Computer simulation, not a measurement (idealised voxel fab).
A process module follows: voxel wiring stack.
FYI the section here is cut, 215 nm wide, cells are 5 nm squares.
Cross-section, as written here: a square-cell grid given band by band from the top down, where a band holds one or more rows of cells.
Band: top and bottom heights (nm) first, top before bottom; then materials from left to right, widths in nm. "everywhere" marks a sole material filling the band edge to edge. "blank" denotes empty space.
A quick word on heights: they are counted from 0, and under that level the wafer as it came to us is one material throughout. The lowest band is different from the rest in having no bottom; it simply continues downward, written as in "from 0 down".
Note: "30..40" means the width goes from the first number (top row of the band) to the second number (bottom row) in equal steps per row of cells.
Key: "remains unaltered" - step with no changed cell in the cross-section.
Voids not open to the top, 8 cells minimum: see "Enclosed empty spaces". Written width x height at distance; distance is from the left edge; nm.
Anything after a step's settings on that line? It's the simulator's own note about the step.
Each step line may optionally specify "overlay nm", which for a step with a mask gives the rightward distance between the mask's planned place and where it lay, a negative value indicating the leftward direction.
Listed below are the process steps as planned:
- 1: RECEIVE: material Si
- 2: CONFORMAL_DEP: material SiO2, thk nm 10
- 3: CONFORMAL_DEP: material SiN, thk nm 5
- 4: DIRECTIONAL_DEP: material SiO2, thk nm 20
- 5: PATTERN: tone open, mask id METAL_1, material resist, width nm 30, pitch nm 50, thk nm 15, overlay nm 0
- 6: DIRECTIONAL_ETCH: etch materials SiO2, depth nm 20
- 7: DIRECTIONAL_ETCH: etch materials SiN, depth nm 5
- 8: STRIP: etch materials resist
- 9: CONFORMAL_DEP: material TiN, thk nm 5
- 10: FILL_DEP: material W, thk nm 5
- 11: CMP: height nm 35
- 12: CONFORMAL_DEP: material SiCN, thk nm 5
- 13: DIRECTIONAL_DEP: material SiO2, thk nm 10
- 14: DIRECTIONAL_DEP: material aC, thk nm 15
- 15: PATTERN: tone open, mask id PLUG_1, material resist, width nm 15, pitch nm 100, thk nm 35, overlay nm 0
- 16: DIRECTIONAL_ETCH: etch materials aC, depth nm 15
- 17: STRIP: etch materials resist
- 18: DIRECTIONAL_ETCH: etch materials SiO2, depth nm 10
- 19: DIRECTIONAL_ETCH: etch materials SiCN, depth nm 5
- 20: STRIP: etch materials aC
- 21: EPI: material Ru, thk nm 10
- 22: EPI: material Ru, thk nm 5
- 23: DIRECTIONAL_DEP: material TiN, thk nm 5
- 24: DIRECTIONAL_DEP: material Ru, thk nm 25
- 25: PATTERN: tone cover, mask id METAL_2, material resist, width nm 20, pitch nm 50, thk nm 15, overlay nm 0
- 26: DIRECTIONAL_ETCH: etch materials Ru, depth nm 25
- 27: DIRECTIONAL_ETCH: etch materials TiN, depth nm 5
- 28: STRIP: etch materials resist
- 29: CONFORMAL_DEP: material SiN, thk nm 5
- 30: FILL_DEP: material SiO2, thk nm 5
- 31: CMP: height nm 80
- 32: CONFORMAL_DEP: material SiCN, thk nm 5
- 33: DIRECTIONAL_DEP: material lowk, thk nm 25
- 34: DIRECTIONAL_DEP: material aC, thk nm 10
- 35: PATTERN: tone open, mask id METAL_3_HOLES, material resist, width nm 15, pitch nm 50, thk nm 30, overlay nm 0
- 36: DIRECTIONAL_ETCH: etch materials aC, depth nm 10
- 37: STRIP: etch materials resist
- 38: DIRECTIONAL_ETCH: etch materials lowk, depth nm 25
- 39: STRIP: etch materials aC
- 40: DIRECTIONAL_DEP: material aC, thk nm 15
- 41: PATTERN: tone open, mask id METAL_3, material resist, width nm 30, pitch nm 50, thk nm 35, overlay nm 0
- 42: DIRECTIONAL_ETCH: etch materials aC, depth nm 15
- 43: STRIP: etch materials resist
- 44: DIRECTIONAL_ETCH: etch materials lowk, depth nm 15
- 45: DIRECTIONAL_ETCH: etch materials SiCN, depth nm 5
- 46: STRIP: etch materials aC
- 47: CONFORMAL_DEP: material TiN, thk nm 5
- 48: FILL_DEP: material Cu, thk nm 10
- 49: CMP: height nm 110
- 50: CONFORMAL_DEP: material SiCN, thk nm 5
- 51: DIRECTIONAL_DEP: material lowk, thk nm 15
- 52: PATTERN: tone open, mask id PLUG_3, material resist, width nm 15, pitch nm 50, thk nm 20, overlay nm 0
- 53: DIRECTIONAL_ETCH: etch materials lowk, depth nm 15
- 54: DIRECTIONAL_ETCH: etch materials SiCN, depth nm 5
- 55: STRIP: etch materials resist
- 56: CONFORMAL_DEP: material TiN, thk nm 5
- 57: FILL_DEP: material Ru, thk nm 5
- 58: CMP: height nm 130
- 59: CONFORMAL_DEP: material SiCN, thk nm 5
- 60: DIRECTIONAL_DEP: material SiO2, thk nm 25
- 61: MASKED_ETCH: tone open, mask id METAL_4, width nm 30, pitch nm 50, etch materials SiO2, depth nm 25, overlay nm 0
- 62: MASKED_ETCH: tone open, mask id METAL_4, width nm 30, pitch nm 50, etch materials SiCN, depth nm 5, overlay nm 0
- 63: CONFORMAL_DEP: material TiN, thk nm 5
- 64: FILL_DEP: material Cu, thk nm 10
- 65: CMP: height nm 160
- 66: EPI: material Ru, thk nm 5
- 67: FILL_DEP: material SiCN, thk nm 5
The wafers are alike at the start. At step 25, their width nm differs. The plan lists the first wafer's value.
Cut through the first of several wafers as received, post step 1:
- from 0 down = Si everywhere
- Enclosed empty spaces: none
Table: wafers, a row each; end-of-module cell change per material since receipt, gain (+), loss (-); then closed voids:
width nm 20 | +93 Cu | +111 Ru | +192 SiCN | +86 SiN | +510 SiO2 | +177 TiN | +48 W | +245 lowk | Enclosed empty spaces: none
width nm 25 | +93 Cu | +126 Ru | +192 SiCN | +83 SiN | +495 SiO2 | +180 TiN | +48 W | +245 lowk | Enclosed empty spaces: none
width nm 30 | +93 Cu | +141 Ru | +192 SiCN | +80 SiN | +480 SiO2 | +183 TiN | +48 W | +245 lowk | Enclosed empty spaces: none
width nm 35 | +93 Cu | +156 Ru | +192 SiCN | +77 SiN | +465 SiO2 | +186 TiN | +48 W | +245 lowk | Enclosed empty spaces: none
